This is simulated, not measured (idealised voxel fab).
Herein follows the process module entitled voxel transistor to metal.
Square cells of 5 nm make up the cross-section cut, whose width is 295 nm.
Cross-section, as written here: a square-cell grid given band by band from the top down, where a band holds one or more rows of cells.
What a band's entry tells you: where the top is and where the bottom is, as heights in nm, and after that what lies inside, material by material from left to right, each with its width in nm. Empty space is written as the word "empty", and a single material marked with the word "everywhere" occupies the band from edge to edge.
Counting heights begins at 0, where everything beneath is, in the wafer as received, one material. The lowest band has no bottom; it goes on downwards, as "0 and below" shows.
Top row gets the first number, bottom row gets the second, and each row in between changes by the same step: that is how a band width like "30 to 40" works.
Step note "no change" = no cross-section cell changed.
"Enclosed void catalog" means: voids of 8 cells or more that are shut off from the top with no open way through. Written width x height at distance, distance from the left edge, in nm.
Note: text after step settings on the step line = simulator remark on that step.
For masked steps, "overlay nm" on the step line gives how far right of plan the mask actually lay; a minus sign means it lay to the left.

[The process steps that were planned are listed below]
| 1 | op RECEIVE | material Si |
| 2 | op OXIDIZE | depth nm 5 |
| 3 | op CONFORMAL_DEP | material SiN | thk nm 15 |
| 4 | op DIRECTIONAL_DEP | material aC | thk nm 10 |
| 5 | op PATTERN | tone cover | mask id ACTIVE | material resist | width nm 95 | pitch nm 125 | thk nm 30 | overlay nm 0 |
| 6 | op DIRECTIONAL_ETCH | etch materials aC | depth nm 10 |
| 7 | op STRIP | etch materials resist |
| 8 | op DIRECTIONAL_ETCH | etch materials SiN | depth nm 15 |
| 9 | op DIRECTIONAL_ETCH | etch materials SiO2 | depth nm 5 |
| 10 | op DIRECTIONAL_ETCH | etch materials Si | depth nm 30 |
| 11 | op STRIP | etch materials aC |
| 12 | op OXIDIZE | depth nm 5 |
| 13 | op FILL_DEP | material SiO2 | thk nm 10 |
| 14 | op CMP | height nm 15 |
| 15 | op SELECTIVE_ETCH | etch materials SiO2 | depth nm 10 |
| 16 | op STRIP | etch materials SiN |
| 17 | op SELECTIVE_ETCH | etch materials SiO2 | depth nm 5 |
| 18 | op OXIDIZE | depth nm 5 |
| 19 | op DIRECTIONAL_DEP | material polySi | thk nm 20 |
| 20 | op DIRECTIONAL_DEP | material SiCN | thk nm 10 |
| 21 | op PATTERN | tone cover | mask id GATE | material resist | width nm 15 | pitch nm 125 | thk nm 15 | overlay nm 0 |
| 22 | op DIRECTIONAL_ETCH | etch materials SiCN | depth nm 20 |
| 23 | op DIRECTIONAL_ETCH | etch materials polySi | depth nm 30 |
| 24 | op STRIP | etch materials resist |
| 25 | op CONFORMAL_DEP | material SiN | thk nm 5 |
| 26 | op DIRECTIONAL_ETCH | etch materials SiN | depth nm 5 |
| 27 | op DIRECTIONAL_ETCH | etch materials SiO2 | depth nm 5 |
| 28 | op DIRECTIONAL_ETCH | etch materials Si | depth nm 10 |
| 29 | op EPI | material SiGe | thk nm 15 |
| 30 | op FILL_DEP | material SiO2 | thk nm 5 |
| 31 | op CMP | height nm 25 |
| 32 | op DIRECTIONAL_DEP | material SiO2 | thk nm 15 |
| 33 | op MASKED_ETCH | tone open | mask id CONTACT | width nm 25 | etch materials SiO2 | depth nm 45 | overlay nm 0 |
| 34 | op CONFORMAL_DEP | material TiN | thk nm 5 |
| 35 | op FILL_DEP | material Ru | thk nm 5 |
| 36 | op CMP | height nm 40 |
| 37 | op DIRECTIONAL_DEP | material TiN | thk nm 5 |
| 38 | op DIRECTIONAL_DEP | material Ru | thk nm 15 |
| 39 | op MASKED_ETCH | tone cover | mask id METAL_1 | width nm 15 | etch materials Ru | depth nm 15 | overlay nm 0 |
| 40 | op MASKED_ETCH | tone cover | mask id METAL_1 | width nm 15 | etch materials TiN | depth nm 5 | overlay nm 0 |
| 41 | op CONFORMAL_DEP | material SiCN | thk nm 5 |
| 42 | op FILL_DEP | material lowk | thk nm 10 |
| 43 | op CMP | height nm 60 |
| 44 | op CONFORMAL_DEP | material SiN | thk nm 5 |

[First wafer of two (run as planned)]

[Cross-section of the wafer as it came to us, i.e., already through step 1]
> 0 and below = Si everywhere
> Enclosed void catalog: none

[Sectional view: wafer, after step 2]
> 0 down to -5 = SiO2 everywhere
> Heights below -5 show no change.

[Sectional view: wafer, after step 3]
> 15 down to 0 = SiN everywhere
> Heights below 0 show no change.

[Sectional view: wafer, after step 4]
> 25 down to 15 = aC everywhere
> Heights below 15 show no change.

[Sectional view: wafer, after step 5]
> 55 down to 25 = empty: 35, then resist: 95, then empty: 30, then resist: 95, then empty: 40
> Heights below 25 show no change.

[Sectional view: wafer, after step 6]
> 45 down to 25 = empty: 35, then resist: 95, then empty: 30, then resist: 95, then empty: 40
> 25 down to 15 = empty: 35, then aC: 95, then empty: 30, then aC: 95, then empty: 40
> Heights below 15 show no change.

[Sectional view: wafer, after step 7]
> 25 down to 15 = empty: 35, then aC: 95, then empty: 30, then aC: 95, then empty: 40
> Heights below 15 show no change.

[Sectional view: wafer, after step 8]
> 25 down to 15 = empty: 35, then aC: 95, then empty: 30, then aC: 95, then empty: 40
> 15 down to 0 = empty: 35, then SiN: 95, then empty: 30, then SiN: 95, then empty: 40
> Heights below 0 show no change.

[Sectional view: wafer, after step 9]
> 25 down to 15 = empty: 35, then aC: 95, then empty: 30, then aC: 95, then empty: 40
> 15 down to 0 = empty: 35, then SiN: 95, then empty: 30, then SiN: 95, then empty: 40
> 0 down to -5 = empty: 35, then SiO2: 95, then empty: 30, then SiO2: 95, then empty: 40
> Heights below -5 show no change.

[Sectional view: wafer, after step 10]
> 25 down to 15 = empty: 35, then aC: 95, then empty: 30, then aC: 95, then empty: 40
> 15 down to 0 = empty: 35, then SiN: 95, then empty: 30, then SiN: 95, then empty: 40
> 0 down to -5 = empty: 35, then SiO2: 95, then empty: 30, then SiO2: 95, then empty: 40
> -5 down to -35 = empty: 35, then Si: 95, then empty: 30, then Si: 95, then empty: 40
> Heights below -35 show no change.

[Sectional view: wafer, after step 11]
> 15 down to 0 = empty: 35, then SiN: 95, then empty: 30, then SiN: 95, then empty: 40
> Heights below 0 show no change.

[Sectional view: wafer, after step 12]
> 15 down to 0 = empty: 35, then SiN: 95, then empty: 30, then SiN: 95, then empty: 40
> 0 down to -5 = empty: 35, then SiO2: 95, then empty: 30, then SiO2: 95, then empty: 40
> -5 down to -35 = empty: 35, then SiO2: 5, then Si: 85, then SiO2: 5, then empty: 30, then SiO2: 5, then Si: 85, then SiO2: 5, then empty: 40
> -35 down to -40 = SiO2: 40, then Si: 85, then SiO2: 40, then Si: 85, then SiO2: 45
> Heights below -40 show no change.

[Sectional view: wafer, after step 13]
> 25 down to 15 = SiO2 everywhere
> 15 down to 0 = SiO2: 35, then SiN: 95, then SiO2: 30, then SiN: 95, then SiO2: 40
> 0 down to -5 = SiO2 everywhere
> -5 down to -40 = SiO2: 40, then Si: 85, then SiO2: 40, then Si: 85, then SiO2: 45
> Heights below -40 show no change.

[Sectional view: wafer, after step 14]
> 15 down to 0 = SiO2: 35, then SiN: 95, then SiO2: 30, then SiN: 95, then SiO2: 40
> Heights below 0 show no change.

[Sectional view: wafer, after step 15]
> 15 down to 5 = empty: 35, then SiN: 95, then empty: 30, then SiN: 95, then empty: 40
> Heights below 5 show no change.

[Sectional view: wafer, after step 16]
> 5 down to 0 = SiO2: 35, then empty: 95, then SiO2: 30, then empty: 95, then SiO2: 40
> Heights below 0 show no change.

[Sectional view: wafer, after step 17]
> 0 down to -5 = SiO2: 30, then empty: 105, then SiO2: 20, then empty: 105, then SiO2: 35
> Heights below -5 show no change.

[Sectional view: wafer, after step 18]
> 0 down to -5 = SiO2: 30, then empty: 105, then SiO2: 20, then empty: 105, then SiO2: 35
> -5 down to -10 = SiO2 everywhere
> Heights below -10 show no change.

[Sectional view: wafer, after step 19]
> 20 down to 15 = polySi: 30, then empty: 105, then polySi: 20, then empty: 105, then polySi: 35
> 15 down to 0 = polySi everywhere
> 0 down to -5 = SiO2: 30, then polySi: 105, then SiO2: 20, then polySi: 105, then SiO2: 35
> Heights below -5 show no change.

[Sectional view: wafer, after step 20]
> 30 down to 25 = SiCN: 30, then empty: 105, then SiCN: 20, then empty: 105, then SiCN: 35
> 25 down to 20 = SiCN everywhere
> 20 down to 15 = polySi: 30, then SiCN: 105, then polySi: 20, then SiCN: 105, then polySi: 35
> Heights below 15 show no change.

[Sectional view: wafer, after step 21]
> 45 down to 30 = empty: 75, then resist: 15, then empty: 110, then resist: 15, then empty: 80
> 30 down to 25 = SiCN: 30, then empty: 45, then resist: 15, then empty: 45, then SiCN: 20, then empty: 45, then resist: 15, then empty: 45, then SiCN: 35
> Heights below 25 show no change.

[Sectional view: wafer, after step 22]
> 45 down to 25 = empty: 75, then resist: 15, then empty: 110, then resist: 15, then empty: 80
> 25 down to 20 = empty: 75, then SiCN: 15, then empty: 110, then SiCN: 15, then empty: 80
> 20 down to 15 = polySi: 30, then empty: 45, then SiCN: 15, then empty: 45, then polySi: 20, then empty: 45, then SiCN: 15, then empty: 45, then polySi: 35
> Heights below 15 show no change.

[Sectional view: wafer, after step 23]
> 45 down to 25 = empty: 75, then resist: 15, then empty: 110, then resist: 15, then empty: 80
> 25 down to 15 = empty: 75, then SiCN: 15, then empty: 110, then SiCN: 15, then empty: 80
> 15 down to 0 = empty: 75, then polySi: 15, then empty: 110, then polySi: 15, then empty: 80
> 0 down to -5 = SiO2: 30, then empty: 45, then polySi: 15, then empty: 45, then SiO2: 20, then empty: 45, then polySi: 15, then empty: 45, then SiO2: 35
> Heights below -5 show no change.

[Sectional view: wafer, after step 24]
> 25 down to 15 = empty: 75, then SiCN: 15, then empty: 110, then SiCN: 15, then empty: 80
> Heights below 15 show no change.

[Sectional view: wafer, after step 25]
> 30 down to 25 = empty: 70, then SiN: 25, then empty: 100, then SiN: 25, then empty: 75
> 25 down to 15 = empty: 70, then SiN: 5, then SiCN: 15, then SiN: 5, then empty: 100, then SiN: 5, then SiCN: 15, then SiN: 5, then empty: 75
> 15 down to 5 = empty: 70, then SiN: 5, then polySi: 15, then SiN: 5, then empty: 100, then SiN: 5, then polySi: 15, then SiN: 5, then empty: 75
> 5 down to 0 = SiN: 35, then empty: 35, then SiN: 5, then polySi: 15, then SiN: 5, then empty: 35, then SiN: 30, then empty: 35, then SiN: 5, then polySi: 15, then SiN: 5, then empty: 35, then SiN: 40
> 0 down to -5 = SiO2: 30, then SiN: 45, then polySi: 15, then SiN: 45, then SiO2: 20, then SiN: 45, then polySi: 15, then SiN: 45, then SiO2: 35
> Heights below -5 show no change.

[Sectional view: wafer, after step 26]
> 25 down to 15 = empty: 70, then SiN: 5, then SiCN: 15, then SiN: 5, then empty: 100, then SiN: 5, then SiCN: 15, then SiN: 5, then empty: 75
> 15 down to 0 = empty: 70, then SiN: 5, then polySi: 15, then SiN: 5, then empty: 100, then SiN: 5, then polySi: 15, then SiN: 5, then empty: 75
> 0 down to -5 = SiO2: 30, then SiN: 5, then empty: 35, then SiN: 5, then polySi: 15, then SiN: 5, then empty: 35, then SiN: 5, then SiO2: 20, then SiN: 5, then empty: 35, then SiN: 5, then polySi: 15, then SiN: 5, then empty: 35, then SiN: 5, then SiO2: 35
> Heights below -5 show no change.

[Sectional view: wafer, after step 27]
> 25 down to 15 = empty: 70, then SiN: 5, then SiCN: 15, then SiN: 5, then empty: 100, then SiN: 5, then SiCN: 15, then SiN: 5, then empty: 75
> 15 down to 0 = empty: 70, then SiN: 5, then polySi: 15, then SiN: 5, then empty: 100, then SiN: 5, then polySi: 15, then SiN: 5, then empty: 75
> 0 down to -5 = empty: 30, then SiN: 5, then empty: 35, then SiN: 5, then polySi: 15, then SiN: 5, then empty: 35, then SiN: 5, then empty: 20, then SiN: 5, then empty: 35, then SiN: 5, then polySi: 15, then SiN: 5, then empty: 35, then SiN: 5, then empty: 35
> -5 down to -10 = SiO2: 35, then empty: 35, then SiO2: 25, then empty: 35, then SiO2: 30, then empty: 35, then SiO2: 25, then empty: 35, then SiO2: 40
> Heights below -10 show no change.

[Sectional view: wafer, after step 28]
> 25 down to 15 = empty: 70, then SiN: 5, then SiCN: 15, then SiN: 5, then empty: 100, then SiN: 5, then SiCN: 15, then SiN: 5, then empty: 75
> 15 down to 0 = empty: 70, then SiN: 5, then polySi: 15, then SiN: 5, then empty: 100, then SiN: 5, then polySi: 15, then SiN: 5, then empty: 75
> 0 down to -5 = empty: 30, then SiN: 5, then empty: 35, then SiN: 5, then polySi: 15, then SiN: 5, then empty: 35, then SiN: 5, then empty: 20, then SiN: 5, then empty: 35, then SiN: 5, then polySi: 15, then SiN: 5, then empty: 35, then SiN: 5, then empty: 35
> -5 down to -10 = SiO2: 35, then empty: 35, then SiO2: 25, then empty: 35, then SiO2: 30, then empty: 35, then SiO2: 25, then empty: 35, then SiO2: 40
> -10 down to -20 = SiO2: 40, then empty: 30, then Si: 25, then empty: 30, then SiO2: 40, then empty: 30, then Si: 25, then empty: 30, then SiO2: 45
> Heights below -20 show no change.

[Sectional view: wafer, after step 29]
> 25 down to 15 = empty: 70, then SiN: 5, then SiCN: 15, then SiN: 5, then empty: 100, then SiN: 5, then SiCN: 15, then SiN: 5, then empty: 75
> 15 down to 5 = empty: 70, then SiN: 5, then polySi: 15, then SiN: 5, then empty: 100, then SiN: 5, then polySi: 15, then SiN: 5, then empty: 75
> 5 down to 0 = empty: 55, then SiGe: 15, then SiN: 5, then polySi: 15, then SiN: 5, then SiGe: 15, then empty: 70, then SiGe: 15, then SiN: 5, then polySi: 15, then SiN: 5, then SiGe: 15, then empty: 60
> 0 down to -5 = empty: 30, then SiN: 5, then empty: 20, then SiGe: 15, then SiN: 5, then polySi: 15, then SiN: 5, then SiGe: 15, then empty: 20, then SiN: 5, then empty: 20, then SiN: 5, then empty: 20, then SiGe: 15, then SiN: 5, then polySi: 15, then SiN: 5, then SiGe: 15, then empty: 20, then SiN: 5, then empty: 35
> -5 down to -10 = SiO2: 35, then SiGe: 35, then SiO2: 25, then SiGe: 35, then SiO2: 30, then SiGe: 35, then SiO2: 25, then SiGe: 35, then SiO2: 40
> -10 down to -20 = SiO2: 40, then SiGe: 30, then Si: 25, then SiGe: 30, then SiO2: 40, then SiGe: 30, then Si: 25, then SiGe: 30, then SiO2: 45
> Heights below -20 show no change.

[Sectional view: wafer, after step 30]
> 30 down to 25 = SiO2 everywhere
> 25 down to 15 = SiO2: 70, then SiN: 5, then SiCN: 15, then SiN: 5, then SiO2: 100, then SiN: 5, then SiCN: 15, then SiN: 5, then SiO2: 75
> 15 down to 5 = SiO2: 70, then SiN: 5, then polySi: 15, then SiN: 5, then SiO2: 100, then SiN: 5, then polySi: 15, then SiN: 5, then SiO2: 75
> 5 down to 0 = SiO2: 55, then SiGe: 15, then SiN: 5, then polySi: 15, then SiN: 5, then SiGe: 15, then SiO2: 70, then SiGe: 15, then SiN: 5, then polySi: 15, then SiN: 5, then SiGe: 15, then SiO2: 60
> 0 down to -5 = SiO2: 30, then SiN: 5, then SiO2: 20, then SiGe: 15, then SiN: 5, then polySi: 15, then SiN: 5, then SiGe: 15, then SiO2: 20, then SiN: 5, then SiO2: 20, then SiN: 5, then SiO2: 20, then SiGe: 15, then SiN: 5, then polySi: 15, then SiN: 5, then SiGe: 15, then SiO2: 20, then SiN: 5, then SiO2: 35
> Heights below -5 show no change.

[Sectional view: wafer, after step 31]
> 25 down to 15 = SiO2: 70, then SiN: 5, then SiCN: 15, then SiN: 5, then SiO2: 100, then SiN: 5, then SiCN: 15, then SiN: 5, then SiO2: 75
> Heights below 15 show no change.

[Sectional view: wafer, after step 32]
> 40 down to 25 = SiO2 everywhere
> Heights below 25 show no change.

[Sectional view: wafer, after step 33]
> 40 down to 25 = SiO2: 45, then empty: 25, then SiO2: 25, then empty: 25, then SiO2: 50, then empty: 25, then SiO2: 25, then empty: 25, then SiO2: 50
> 25 down to 15 = SiO2: 45, then empty: 25, then SiN: 5, then SiCN: 15, then SiN: 5, then empty: 25, then SiO2: 50, then empty: 25, then SiN: 5, then SiCN: 15, then SiN: 5, then empty: 25, then SiO2: 50
> 15 down to 5 = SiO2: 45, then empty: 25, then SiN: 5, then polySi: 15, then SiN: 5, then empty: 25, then SiO2: 50, then empty: 25, then SiN: 5, then polySi: 15, then SiN: 5, then empty: 25, then SiO2: 50
> 5 down to 0 = SiO2: 45, then empty: 10, then SiGe: 15, then SiN: 5, then polySi: 15, then SiN: 5, then SiGe: 15, then empty: 10, then SiO2: 50, then empty: 10, then SiGe: 15, then SiN: 5, then polySi: 15, then SiN: 5, then SiGe: 15, then empty: 10, then SiO2: 50
> 0 down to -5 = SiO2: 30, then SiN: 5, then SiO2: 10, then empty: 10, then SiGe: 15, then SiN: 5, then polySi: 15, then SiN: 5, then SiGe: 15, then empty: 10, then SiO2: 10, then SiN: 5, then SiO2: 20, then SiN: 5, then SiO2: 10, then empty: 10, then SiGe: 15, then SiN: 5, then polySi: 15, then SiN: 5, then SiGe: 15, then empty: 10, then SiO2: 10, then SiN: 5, then SiO2: 35
> Heights below -5 show no change.

[Sectional view: wafer, after step 34]
> 45 down to 40 = TiN: 50, then empty: 15, then TiN: 35, then empty: 15, then TiN: 60, then empty: 15, then TiN: 35, then empty: 15, then TiN: 55
> 40 down to 25 = SiO2: 45, then TiN: 5, then empty: 15, then TiN: 5, then SiO2: 25, then TiN: 5, then empty: 15, then TiN: 5, then SiO2: 50, then TiN: 5, then empty: 15, then TiN: 5, then SiO2: 25, then TiN: 5, then empty: 15, then TiN: 5, then SiO2: 50
> 25 down to 15 = SiO2: 45, then TiN: 5, then empty: 15, then TiN: 5, then SiN: 5, then SiCN: 15, then SiN: 5, then TiN: 5, then empty: 15, then TiN: 5, then SiO2: 50, then TiN: 5, then empty: 15, then TiN: 5, then SiN: 5, then SiCN: 15, then SiN: 5, then TiN: 5, then empty: 15, then TiN: 5, then SiO2: 50
> 15 down to 10 = SiO2: 45, then TiN: 5, then empty: 15, then TiN: 5, then SiN: 5, then polySi: 15, then SiN: 5, then TiN: 5, then empty: 15, then TiN: 5, then SiO2: 50, then TiN: 5, then empty: 15, then TiN: 5, then SiN: 5, then polySi: 15, then SiN: 5, then TiN: 5, then empty: 15, then TiN: 5, then SiO2: 50
> 10 down to 5 = SiO2: 45, then TiN: 25, then SiN: 5, then polySi: 15, then SiN: 5, then TiN: 25, then SiO2: 50, then TiN: 25, then SiN: 5, then polySi: 15, then SiN: 5, then TiN: 25, then SiO2: 50
> 5 down to 0 = SiO2: 45, then TiN: 10, then SiGe: 15, then SiN: 5, then polySi: 15, then SiN: 5, then SiGe: 15, then TiN: 10, then SiO2: 50, then TiN: 10, then SiGe: 15, then SiN: 5, then polySi: 15, then SiN: 5, then SiGe: 15, then TiN: 10, then SiO2: 50
> 0 down to -5 = SiO2: 30, then SiN: 5, then SiO2: 10, then TiN: 10, then SiGe: 15, then SiN: 5, then polySi: 15, then SiN: 5, then SiGe: 15, then TiN: 10, then SiO2: 10, then SiN: 5, then SiO2: 20, then SiN: 5, then SiO2: 10, then TiN: 10, then SiGe: 15, then SiN: 5, then polySi: 15, then SiN: 5, then SiGe: 15, then TiN: 10, then SiO2: 10, then SiN: 5, then SiO2: 35
> Heights below -5 show no change.

[Sectional view: wafer, after step 35]
> 50 down to 45 = Ru everywhere
> 45 down to 40 = TiN: 50, then Ru: 15, then TiN: 35, then Ru: 15, then TiN: 60, then Ru: 15, then TiN: 35, then Ru: 15, then TiN: 55
> 40 down to 25 = SiO2: 45, then TiN: 5, then Ru: 15, then TiN: 5, then SiO2: 25, then TiN: 5, then Ru: 15, then TiN: 5, then SiO2: 50, then TiN: 5, then Ru: 15, then TiN: 5, then SiO2: 25, then TiN: 5, then Ru: 15, then TiN: 5, then SiO2: 50
> 25 down to 15 = SiO2: 45, then TiN: 5, then Ru: 15, then TiN: 5, then SiN: 5, then SiCN: 15, then SiN: 5, then TiN: 5, then Ru: 15, then TiN: 5, then SiO2: 50, then TiN: 5, then Ru: 15, then TiN: 5, then SiN: 5, then SiCN: 15, then SiN: 5, then TiN: 5, then Ru: 15, then TiN: 5, then SiO2: 50
> 15 down to 10 = SiO2: 45, then TiN: 5, then Ru: 15, then TiN: 5, then SiN: 5, then polySi: 15, then SiN: 5, then TiN: 5, then Ru: 15, then TiN: 5, then SiO2: 50, then TiN: 5, then Ru: 15, then TiN: 5, then SiN: 5, then polySi: 15, then SiN: 5, then TiN: 5, then Ru: 15, then TiN: 5, then SiO2: 50
> Heights below 10 show no change.

[Sectional view: wafer, after step 36]
> 40 down to 25 = SiO2: 45, then TiN: 5, then Ru: 15, then TiN: 5, then SiO2: 25, then TiN: 5, then Ru: 15, then TiN: 5, then SiO2: 50, then TiN: 5, then Ru: 15, then TiN: 5, then SiO2: 25, then TiN: 5, then Ru: 15, then TiN: 5, then SiO2: 50
> Heights below 25 show no change.

[Sectional view: wafer, after step 37]
> 45 down to 40 = TiN everywhere
> Heights below 40 show no change.

[Sectional view: wafer, after step 38]
> 60 down to 45 = Ru everywhere
> Heights below 45 show no change.

[Sectional view: wafer, after step 39]
> 60 down to 45 = empty: 45, then Ru: 15, then empty: 45, then Ru: 15, then empty: 50, then Ru: 15, then empty: 45, then Ru: 15, then empty: 50
> Heights below 45 show no change.

[Sectional view: wafer, after step 40]
> 60 down to 45 = empty: 45, then Ru: 15, then empty: 45, then Ru: 15, then empty: 50, then Ru: 15, then empty: 45, then Ru: 15, then empty: 50
> 45 down to 40 = empty: 45, then TiN: 15, then empty: 45, then TiN: 15, then empty: 50, then TiN: 15, then empty: 45, then TiN: 15, then empty: 50
> Heights below 40 show no change.

[Sectional view: wafer, after step 41]
> 65 down to 60 = empty: 40, then SiCN: 25, then empty: 35, then SiCN: 25, then empty: 40, then SiCN: 25, then empty: 35, then SiCN: 25, then empty: 45
> 60 down to 45 = empty: 40, then SiCN: 5, then Ru: 15, then SiCN: 5, then empty: 35, then SiCN: 5, then Ru: 15, then SiCN: 5, then empty: 40, then SiCN: 5, then Ru: 15, then SiCN: 5, then empty: 35, then SiCN: 5, then Ru: 15, then SiCN: 5, then empty: 45
> 45 down to 40 = SiCN: 45, then TiN: 15, then SiCN: 45, then TiN: 15, then SiCN: 50, then TiN: 15, then SiCN: 45, then TiN: 15, then SiCN: 50
> Heights below 40 show no change.

[Sectional view: wafer, after step 42]
> 75 down to 65 = lowk everywhere
> 65 down to 60 = lowk: 40, then SiCN: 25, then lowk: 35, then SiCN: 25, then lowk: 40, then SiCN: 25, then lowk: 35, then SiCN: 25, then lowk: 45
> 60 down to 45 = lowk: 40, then SiCN: 5, then Ru: 15, then SiCN: 5, then lowk: 35, then SiCN: 5, then Ru: 15, then SiCN: 5, then lowk: 40, then SiCN: 5, then Ru: 15, then SiCN: 5, then lowk: 35, then SiCN: 5, then Ru: 15, then SiCN: 5, then lowk: 45
> Heights below 45 show no change.

[Sectional view: wafer, after step 43]
> 60 down to 45 = lowk: 40, then SiCN: 5, then Ru: 15, then SiCN: 5, then lowk: 35, then SiCN: 5, then Ru: 15, then SiCN: 5, then lowk: 40, then SiCN: 5, then Ru: 15, then SiCN: 5, then lowk: 35, then SiCN: 5, then Ru: 15, then SiCN: 5, then lowk: 45
> Heights below 45 show no change.

[Sectional view: wafer, after step 44]
> 65 down to 60 = SiN everywhere
> Heights below 60 show no change.

[Second wafer, same starting conditions and recipe as the first, one mistake in executing it, nothing differs from the first up to and including step 40]

[Cross-section: second wafer, time at which step 41 was scheduled to end]
> 65 down to 60 = empty: 40, then SiN: 25, then empty: 35, then SiN: 25, then empty: 40, then SiN: 25, then empty: 35, then SiN: 25, then empty: 45
> 60 down to 45 = empty: 40, then SiN: 5, then Ru: 15, then SiN: 5, then empty: 35, then SiN: 5, then Ru: 15, then SiN: 5, then empty: 40, then SiN: 5, then Ru: 15, then SiN: 5, then empty: 35, then SiN: 5, then Ru: 15, then SiN: 5, then empty: 45
> 45 down to 40 = SiN: 45, then TiN: 15, then SiN: 45, then TiN: 15, then SiN: 50, then TiN: 15, then SiN: 45, then TiN: 15, then SiN: 50
> Heights below 40 show no change.

[Cross-section: second wafer, time at which step 42 was scheduled to end]
> 75 down to 65 = lowk everywhere
> 65 down to 60 = lowk: 40, then SiN: 25, then lowk: 35, then SiN: 25, then lowk: 40, then SiN: 25, then lowk: 35, then SiN: 25, then lowk: 45
> 60 down to 45 = lowk: 40, then SiN: 5, then Ru: 15, then SiN: 5, then lowk: 35, then SiN: 5, then Ru: 15, then SiN: 5, then lowk: 40, then SiN: 5, then Ru: 15, then SiN: 5, then lowk: 35, then SiN: 5, then Ru: 15, then SiN: 5, then lowk: 45
> Heights below 45 show no change.

[Cross-section: second wafer, time at which step 43 was scheduled to end]
> 60 down to 45 = lowk: 40, then SiN: 5, then Ru: 15, then SiN: 5, then lowk: 35, then SiN: 5, then Ru: 15, then SiN: 5, then lowk: 40, then SiN: 5, then Ru: 15, then SiN: 5, then lowk: 35, then SiN: 5, then Ru: 15, then SiN: 5, then lowk: 45
> Heights below 45 show no change.

[Cross-section: second wafer, time at which step 44 was scheduled to end]
> 65 down to 60 = SiN everywhere
> Heights below 60 show no change.
Want to know what went wrong? the process deviated at step 41: the operation and settings actually run there were op CONFORMAL_DEP | material SiN | thk nm 5
Bottom line after processing is that, in cells, the second wafer is up or down on some materials versus the first: SiCN: 71 fewer | SiN: 71 more
